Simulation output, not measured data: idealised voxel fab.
process module | voxel ribs on slabs
cross-section cut | 300 nm wide | cells 5 nm
A cross-section is a grid of square cells, given in bands from the top down. A band is one or more rows of cells.
Each band's line starts with the height of the band's top and of its bottom, in nm. Then come its materials from left to right, each with its width in nm. One material with "throughout" fills the band from edge to edge. "air" is empty space.
Height 0 is the level under which the wafer as received is all one material. The lowest band goes on downwards, as in "0 down".
A width such as "30 to 40" changes by the same amount from each row of cells to the next, from the band's top row to its bottom row.
"no change" after a step means that no cell of the cross-section changed.
closed voids: empty space of 8 cells or more with no open way to the top, each as width x height at its distance from the left edge, in nm
after a step's settings: what the simulator itself notes on the step
overlay nm, on a step with a mask: how far to the right of its planned place the mask lay; to the left if negative
plan
1 op RECEIVE | material Si
2 op DIRECTIONAL_DEP | material SiO2 | thk nm 20
3 op DIRECTIONAL_DEP | material polySi | thk nm 20
4 op DIRECTIONAL_DEP | material aC | thk nm 15
5 op PATTERN | tone cover | mask id RIB | material resist | width nm 30 | thk nm 30 | overlay nm 0
6 op DIRECTIONAL_ETCH | etch materials aC | depth nm 15
7 op STRIP | etch materials resist
8 op DIRECTIONAL_ETCH | etch materials polySi | depth nm 10
9 op STRIP | etch materials aC
10 op PATTERN | tone cover | mask id SLAB | material resist | width nm 90 | thk nm 20 | overlay nm 0
11 op DIRECTIONAL_ETCH | etch materials polySi | depth nm 10
12 op STRIP | etch materials resist
13 op FILL_DEP | material SiO2 | thk nm 30
14 op CMP | height nm 60
15 op DIRECTIONAL_DEP | material TiN | thk nm 5
16 op DIRECTIONAL_DEP | material aC | thk nm 15
17 op PATTERN | tone cover | mask id HEATER | material resist | width nm 40 | thk nm 30 | overlay nm 0
18 op DIRECTIONAL_ETCH | etch materials aC | depth nm 15
19 op STRIP | etch materials resist
20 op DIRECTIONAL_ETCH | etch materials TiN | depth nm 5
21 op STRIP | etch materials aC
22 op CONFORMAL_DEP | material SiO2 | thk nm 5
as received, after step 1
  0 down: Si throughout
  closed voids: none
a wafer at the end: this start, this plan, one mistake
  70 to 65: air 125 | SiO2 50 | air 125
  65 to 60: SiO2 130 | TiN 40 | SiO2 130
  60 to 40: SiO2 throughout
  40 to 30: SiO2 105 | polySi 30 | SiO2 30 | polySi 30 | SiO2 105
  30 to 20: polySi throughout
  20 to 0: SiO2 throughout
  0 down: Si throughout
  closed voids: none
what went wrong: step 5 ran as: op PATTERN | tone open | mask id RIB | material resist | width nm 30 | thk nm 30 | overlay nm 0
